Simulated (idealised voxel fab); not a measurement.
Title: Process Module voxel released beams
The width of the displayed cross-section, cut, is 160 nm; its cells are square, with a size of 5 nm.
Format of a cross-section: grid, square cells. Given as bands. Order: top down. Band: one or more rows of cells. Read a band's entry like this: the first values are the height of its top and the height of its bottom in nm, and what follows is the sequence of materials from left to right, each with its width in nm. Note that "blank" is empty space, and that a single material marked "edge to edge" reaches across the band from edge to edge. Zero point of the height axis is 0; under it, received wafer = one material. Lowest band: continues down indefinitely, "top 0, no bottom". A two-number width, for instance "30 to 40", indicates that the width is equal to the first number in the top row of the band and to the second number in the bottom row, and that it changes by a constant amount per row of cells. The designation "nothing different", where it is given for a processing step, indicates that no cell of the cross-section was altered in the course of that step. So "Closed void roster" is basically the list of trapped voids: any empty space of 8 cells or more that can't reach the top through an opening. They're written width x height at distance, the distance being from the left edge, and it's all nm. Read whatever lies past the settings on a step's line as the simulator's own remark about the step. overlay nm: mask right of planned place by this much (step with mask). Neg. = left.

**The process steps that were planned are listed below**
1) RECEIVE | material Si
2) CONFORMAL_DEP | material SiN | thk nm 5
3) DIRECTIONAL_DEP | material SiO2 | thk nm 15
4) DIRECTIONAL_DEP | material aC | thk nm 15
5) PATTERN | tone open | mask id ANCHOR | material resist | width nm 35 | thk nm 35 | overlay nm 0
6) DIRECTIONAL_ETCH | etch materials aC | depth nm 15
7) STRIP | etch materials resist
8) DIRECTIONAL_ETCH | etch materials SiO2 | depth nm 15
9) STRIP | etch materials aC
10) CONFORMAL_DEP | material W | thk nm 15
11) PATTERN | tone cover | mask id BEAM | material resist | width nm 110 | thk nm 15 | overlay nm 0
12) DIRECTIONAL_ETCH | etch materials W | depth nm 15
13) STRIP | etch materials resist
14) STRIP | etch materials SiO2

**What follows covers the first of two wafers; it ran as planned**

**Cross-section: wafer on arrival = after step 1**
  top 0, no bottom  Si edge to edge
  Closed void roster: none

**Take a look at the wafer's cross-section after step 2**
  top 5, bottom 0  SiN edge to edge
  Note: structure below 0 unchanged.

**Take a look at the wafer's cross-section after step 3**
  top 20, bottom 5  SiO2 edge to edge
  Note: structure below 5 unchanged.

**Take a look at the wafer's cross-section after step 4**
  top 35, bottom 20  aC edge to edge
  Note: structure below 20 unchanged.

**Take a look at the wafer's cross-section after step 5**
  top 70, bottom 35  resist 25; blank 35; resist 100
  Note: structure below 35 unchanged.

**Take a look at the wafer's cross-section after step 6**
  top 55, bottom 35  resist 25; blank 35; resist 100
  top 35, bottom 20  aC 25; blank 35; aC 100
  Note: structure below 20 unchanged.

**Take a look at the wafer's cross-section after step 7**
  top 35, bottom 20  aC 25; blank 35; aC 100
  Note: structure below 20 unchanged.

**Take a look at the wafer's cross-section after step 8**
  top 35, bottom 20  aC 25; blank 35; aC 100
  top 20, bottom 5  SiO2 25; blank 35; SiO2 100
  Note: structure below 5 unchanged.

**Take a look at the wafer's cross-section after step 9**
  top 20, bottom 5  SiO2 25; blank 35; SiO2 100
  Note: structure below 5 unchanged.

**Take a look at the wafer's cross-section after step 10**
  top 35, bottom 20  W 40; blank 5; W 115
  top 20, bottom 5  SiO2 25; W 35; SiO2 100
  Note: structure below 5 unchanged.

**Take a look at the wafer's cross-section after step 11**
  top 50, bottom 35  blank 20; resist 110; blank 30
  top 35, bottom 20  W 40; resist 5; W 115
  Note: structure below 20 unchanged.

**Take a look at the wafer's cross-section after step 12**
  top 50, bottom 35  blank 20; resist 110; blank 30
  top 35, bottom 20  blank 20; W 20; resist 5; W 85; blank 30
  Note: structure below 20 unchanged.

**Take a look at the wafer's cross-section after step 13**
  top 35, bottom 20  blank 20; W 20; blank 5; W 85; blank 30
  Note: structure below 20 unchanged.

**Take a look at the wafer's cross-section after step 14**
  top 35, bottom 20  blank 20; W 20; blank 5; W 85; blank 30
  top 20, bottom 5  blank 25; W 35; blank 100
  Note: structure below 5 unchanged.

**Okay, second wafer. Nothing different at the start, nothing different in the plan, just one mistake somewhere in the running. As far as step 1, counting that step, it's the first wafer all over again**

At the planned end of step 2, the second wafer in cross-section: nothing different

**At the planned end of step 3, the second wafer in cross-section**
  top 15, bottom 0  SiO2 edge to edge
  Note: structure below 0 unchanged.

**At the planned end of step 4, the second wafer in cross-section**
  top 30, bottom 15  aC edge to edge
  Note: structure below 15 unchanged.

**At the planned end of step 5, the second wafer in cross-section**
  top 65, bottom 30  resist 25; blank 35; resist 100
  Note: structure below 30 unchanged.

**At the planned end of step 6, the second wafer in cross-section**
  top 50, bottom 30  resist 25; blank 35; resist 100
  top 30, bottom 15  aC 25; blank 35; aC 100
  Note: structure below 15 unchanged.

**At the planned end of step 7, the second wafer in cross-section**
  top 30, bottom 15  aC 25; blank 35; aC 100
  Note: structure below 15 unchanged.

**At the planned end of step 8, the second wafer in cross-section**
  top 30, bottom 15  aC 25; blank 35; aC 100
  top 15, bottom 0  SiO2 25; blank 35; SiO2 100
  Note: structure below 0 unchanged.

**At the planned end of step 9, the second wafer in cross-section**
  top 15, bottom 0  SiO2 25; blank 35; SiO2 100
  Note: structure below 0 unchanged.

**At the planned end of step 10, the second wafer in cross-section**
  top 30, bottom 15  W 40; blank 5; W 115
  top 15, bottom 0  SiO2 25; W 35; SiO2 100
  Note: structure below 0 unchanged.

**At the planned end of step 11, the second wafer in cross-section**
  top 45, bottom 30  blank 20; resist 110; blank 30
  top 30, bottom 15  W 40; resist 5; W 115
  Note: structure below 15 unchanged.

**At the planned end of step 12, the second wafer in cross-section**
  top 45, bottom 30  blank 20; resist 110; blank 30
  top 30, bottom 15  blank 20; W 20; resist 5; W 85; blank 30
  Note: structure below 15 unchanged.

**At the planned end of step 13, the second wafer in cross-section**
  top 30, bottom 15  blank 20; W 20; blank 5; W 85; blank 30
  Note: structure below 15 unchanged.

**At the planned end of step 14, the second wafer in cross-section**
  top 30, bottom 15  blank 20; W 20; blank 5; W 85; blank 30
  top 15, bottom 0  blank 25; W 35; blank 100
  Note: structure below 0 unchanged.
Nonconformance to the process plan: step 2 of the plan was excluded from execution and never run
Final tally in cells, some materials are higher or lower on the second wafer than on the first: SiN -32
